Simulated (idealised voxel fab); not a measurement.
Documented hereafter: the process module known as voxel ribs on slabs.
This is section cut - it's 270 nm across, gridded in 5 nm square cells.
Notation: cross-section as square-cell grid; stated in bands, top first, going down; one or more cell rows per band.
Heights first: top, then bottom, in nm. Then materials, left to right, each with a width in nm. "all across" on a single material: fills the band edge to edge. "empty": empty space.
Height datum 0, below which the as-received substrate wafer is one material. Lowest band open at the bottom, running downward: "0 -> down".
A width given as "30 to 40" starts at the first number in the band's top row and ends at the second number in its bottom row, shifting by an equal amount at every step from row to row.
For the purposes of this document, the phrase "remained the same" attached to a step denotes that no cell within the cross-section was modified by that step.
Each empty space that has no open way to the top and spans at least 8 cells appears under "closed voids" as width x height at distance, the distance counted from the left edge, all in nm.
Note: text after step settings on the step line = simulator remark on that step.
"overlay nm" on a masked step: distance the mask lay right of its planned place, negative for left.

Steps in the process plan:
- 1: RECEIVE,material Si
- 2: DIRECTIONAL_DEP,material SiO2,thk nm 30
- 3: DIRECTIONAL_DEP,material polySi,thk nm 15
- 4: MASKED_ETCH,tone cover,mask id RIB,width nm 30,etch materials polySi,depth nm 10,overlay nm 0
- 5: MASKED_ETCH,tone cover,mask id SLAB,width nm 60,etch materials polySi,depth nm 5,overlay nm 0
- 6: FILL_DEP,material SiO2,thk nm 25
- 7: CMP,height nm 60
- 8: DIRECTIONAL_DEP,material W,thk nm 10
- 9: PATTERN,tone cover,mask id HEATER,material resist,width nm 40,thk nm 20,overlay nm 0
- 10: DIRECTIONAL_ETCH,etch materials W,depth nm 10
- 11: STRIP,etch materials resist
- 12: CONFORMAL_DEP,material SiN,thk nm 5

Incoming wafer in cross-section (state: after step 1):
    0 -> down | Si all across
    closed voids: none

End-of-module XS, first of two wafers, run as planned:
    75 -> 70 | empty=110 | SiN=50 | empty=110
    70 -> 65 | empty=110 | SiN=5 | W=40 | SiN=5 | empty=110
    65 -> 60 | SiN=115 | W=40 | SiN=115
    60 -> 45 | SiO2 all across
    45 -> 35 | SiO2=120 | polySi=30 | SiO2=120
    35 -> 30 | SiO2=105 | polySi=60 | SiO2=105
    30 -> 0 | SiO2 all across
    0 -> down | Si all across
    closed voids: none

Wafer two (of two), end-of-module cross-section: start = wafer one, plan = wafer one, one run mistake:
    75 -> 70 | empty=110 | SiN=50 | empty=110
    70 -> 65 | empty=110 | SiN=5 | W=40 | SiN=5 | empty=110
    65 -> 60 | SiN=115 | W=40 | SiN=115
    60 -> 45 | SiO2 all across
    45 -> 35 | SiO2=120 | polySi=30 | SiO2=120
    35 -> 30 | SiO2=105 | polySi=60 | SiO2=105
    30 -> 0 | W all across
    0 -> down | Si all across
    closed voids: none
Run error: step 2 was processed under conditions differing from the plan, specifically as DIRECTIONAL_DEP,material W,thk nm 30
Per the end-of-run cell counts, the second wafer holds more or fewer of some materials than the first: 324 fewer of SiO2; 324 more of W
